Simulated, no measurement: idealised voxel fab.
Module name: voxel self aligned contacts (process module)
This is section cut - it's 285 nm across, gridded in 5 nm square cells.
Cross-section = grid of square cells, listed top down in bands; band = one or more rows. Band: top and bottom heights (nm) first, top before bottom; then materials from left to right, widths in nm. "throughout" marks a sole material filling the band edge to edge. "blank" denotes empty space. Height datum 0, below which the as-received substrate wafer is one material. Lowest band open at the bottom, running downward: "0 nm and below". It should be noted that a width expressed as "30 to 40" varies in equal increments from row to row of cells within the band, taking the value of the first number at the top row and that of the second number at the bottom row. Basically "nothing changed" means that step didn't change any cell in the cross-section. Listed in "Unvented internal voids": every empty space of 8 or more cells without an open way to the top. Form: width x height at distance, the distance being from the left edge, all in nm. Whatever follows a step's settings on its line is a remark the simulator itself makes about that step. If you see "overlay nm" on a step's line and that step has a mask, it's telling you how far right of where it was planned the mask ended up; a negative number means it went left instead.

Set out below are the planned steps of the process:
1. RECEIVE (material Si)
2. OXIDIZE (depth nm 5)
3. DIRECTIONAL_DEP (material polySi; thk nm 30)
4. DIRECTIONAL_DEP (material SiN; thk nm 25)
5. PATTERN (tone cover; mask id GATE; material resist; width nm 35; pitch nm 75; thk nm 20; overlay nm 0)
6. DIRECTIONAL_ETCH (etch materials SiN; depth nm 25)
7. DIRECTIONAL_ETCH (etch materials polySi; depth nm 30)
8. STRIP (etch materials resist)
9. CONFORMAL_DEP (material SiN; thk nm 10)
10. DIRECTIONAL_ETCH (etch materials SiN; depth nm 10)
11. FILL_DEP (material SiO2; thk nm 20)
12. CMP (height nm 65)
13. PATTERN (tone open; mask id CONTACT; material resist; width nm 40; pitch nm 75; thk nm 15; overlay nm 0)
14. DIRECTIONAL_ETCH (etch materials SiO2; depth nm 70)
15. STRIP (etch materials resist)
16. CONFORMAL_DEP (material TiN; thk nm 5)
17. FILL_DEP (material W; thk nm 10)
18. CMP (height nm 65)
19. CONFORMAL_DEP (material SiN; thk nm 5)
Across this set of wafers, the varied parameter is the width nm of step 13. Starting conditions are identical for every wafer, and the plan reports the value assigned to the first wafer.

Cross-section of the first of several wafers on receipt, reflecting completion of step 1:
	0 nm and below: Si throughout
	Unvented internal voids: none

After the module's final step, step 19: the first of several wafers in cross-section:
	70 nm to 65 nm: SiN throughout
	65 nm to 55 nm: 85 nm SiO2, then 5 to 15 nm TiN, then 30 to 10 nm W, then 5 to 15 nm TiN, then 35 nm SiO2, then 5 to 15 nm TiN, then 30 to 10 nm W, then 5 to 15 nm TiN, then 85 nm SiO2
	55 nm to 30 nm: 40 nm SiO2, then 55 nm SiN, then 5 nm TiN, then 10 nm W, then 5 nm TiN, then 55 nm SiN, then 5 nm TiN, then 10 nm W, then 5 nm TiN, then 55 nm SiN, then 40 nm SiO2
	30 nm to 0 nm: 40 nm SiO2, then 10 nm SiN, then 35 nm polySi, then 10 nm SiN, then 5 nm TiN, then 10 nm W, then 5 nm TiN, then 10 nm SiN, then 35 nm polySi, then 10 nm SiN, then 5 nm TiN, then 10 nm W, then 5 nm TiN, then 10 nm SiN, then 35 nm polySi, then 10 nm SiN, then 40 nm SiO2
	0 nm to -5 nm: 95 nm SiO2, then 20 nm TiN, then 55 nm SiO2, then 20 nm TiN, then 95 nm SiO2
	-5 nm and below: Si throughout
	Unvented internal voids: none

Last wafer of the set, cross-sectioned at end of module:
	70 nm to 65 nm: SiN throughout
	65 nm to 55 nm: 75 nm SiO2, then 5 to 25 nm TiN, then 50 to 10 nm W, then 5 to 25 nm TiN, then 15 nm SiO2, then 5 to 25 nm TiN, then 50 to 10 nm W, then 5 to 25 nm TiN, then 75 nm SiO2
	55 nm to 30 nm: 40 nm SiO2, then 55 nm SiN, then 5 nm TiN, then 10 nm W, then 5 nm TiN, then 55 nm SiN, then 5 nm TiN, then 10 nm W, then 5 nm TiN, then 55 nm SiN, then 40 nm SiO2
	30 nm to 0 nm: 40 nm SiO2, then 10 nm SiN, then 35 nm polySi, then 10 nm SiN, then 5 nm TiN, then 10 nm W, then 5 nm TiN, then 10 nm SiN, then 35 nm polySi, then 10 nm SiN, then 5 nm TiN, then 10 nm W, then 5 nm TiN, then 10 nm SiN, then 35 nm polySi, then 10 nm SiN, then 40 nm SiO2
	0 nm to -5 nm: 95 nm SiO2, then 20 nm TiN, then 55 nm SiO2, then 20 nm TiN, then 95 nm SiO2
	-5 nm and below: Si throughout
	Unvented internal voids: none

Every row in this table is a wafer at the end of the module, and it gives, for each of the materials, the cells that wafer has gained (+) or lost (-) since it was received, then its closed voids:
width nm 40, -57 Si, +294 SiN, +307 SiO2, +68 TiN, +60 W, +126 polySi, Unvented internal voids: none
width nm 45, -57 Si, +294 SiN, +303 SiO2, +70 TiN, +62 W, +126 polySi, Unvented internal voids: none
width nm 50, -57 Si, +294 SiN, +299 SiO2, +72 TiN, +64 W, +126 polySi, Unvented internal voids: none
width nm 55, -57 Si, +294 SiN, +295 SiO2, +74 TiN, +66 W, +126 polySi, Unvented internal voids: none
width nm 60, -57 Si, +294 SiN, +291 SiO2, +76 TiN, +68 W, +126 polySi, Unvented internal voids: none
